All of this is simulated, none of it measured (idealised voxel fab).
The following process module bears the name voxel self aligned vias.
Section shown: cut. Width: 250 nm. Cell size: 5 nm, square.
How to read a cross-section here: the picture is a grid of square cells, written as bands going from the top down, and any band can span one or more rows of cells. Heights first: top, then bottom, in nm. Then materials, left to right, each with a width in nm. "throughout" on a single material: fills the band edge to edge. "air": empty space. Height 0 is the level under which the wafer as received is all one material. The lowest band goes on downwards, as in "0 -> down". With a width like "30..40", each row of cells in the band differs from the next by the same amount, the top row carrying the first number and the bottom row the second. "stayed the same", as given for a step, is the statement that not any cell of the cross-section underwent a change during that step. "Trapped cavities" enumerates empty spaces isolated from the top, with no open way to it, that contain at least 8 cells, giving each as width x height at distance from the left edge, all three in nm. Anything after a step's settings on that line? It's the simulator's own note about the step. overlay nm: for a step with a mask, the amount by which the mask lay right of where it was planned; a negative amount means left of it.

The process steps that were planned are listed below:
1. RECEIVE | material Si
2. CONFORMAL_DEP | material SiO2 | thk nm 15
3. CONFORMAL_DEP | material SiCN | thk nm 5
4. DIRECTIONAL_DEP | material lowk | thk nm 25
5. MASKED_ETCH | tone open | mask id LINES | width nm 25 | pitch nm 60 | etch materials lowk | depth nm 25 | overlay nm 0
6. CONFORMAL_DEP | material TiN | thk nm 5
7. FILL_DEP | material Ru | thk nm 5
8. CMP | height nm 45
9. SELECTIVE_ETCH | etch materials W Ru TiN | depth nm 10
10. FILL_DEP | material SiN | thk nm 5
11. CMP | height nm 45
12. DIRECTIONAL_DEP | material lowk | thk nm 20
13. PATTERN | tone open | mask id VIAS | material resist | width nm 45 | thk nm 20 | overlay nm 0
14. DIRECTIONAL_ETCH | etch materials lowk | depth nm 20
15. DIRECTIONAL_ETCH | etch materials SiN | depth nm 10
16. STRIP | etch materials resist
17. CONFORMAL_DEP | material TiN | thk nm 5
18. FILL_DEP | material Ru | thk nm 5
19. CMP | height nm 65
20. CONFORMAL_DEP | material SiCN | thk nm 5

Cross-section of the incoming wafer, state after step 1:
    0 -> down = Si throughout
    Trapped cavities: none

The module was run from the start shown above using the plan shown above, but one mistake was made doing it; the resulting wafer cross-section is below:
    70 -> 65 = SiCN throughout
    65 -> 45 = 70 lowk, then 5 TiN, then 35 Ru, then 5 TiN, then 135 lowk
    45 -> 40 = 70 SiN, then 15 TiN, then 15 Ru, then 15 TiN, then 135 SiN
    40 -> 35 = 80 lowk, then 25 TiN, then 35 lowk, then 25 SiN, then 85 lowk
    35 -> 20 = 80 lowk, then 5 TiN, then 15 Ru, then 5 TiN, then 35 lowk, then 5 TiN, then 15 Ru, then 5 TiN, then 85 lowk
    20 -> 15 = 80 lowk, then 25 TiN, then 35 lowk, then 25 TiN, then 85 lowk
    15 -> 0 = SiO2 throughout
    0 -> down = Si throughout
    Trapped cavities: none
Heads up, the wafer didn't run the way we planned it: step 3 of the plan was omitted and not executed
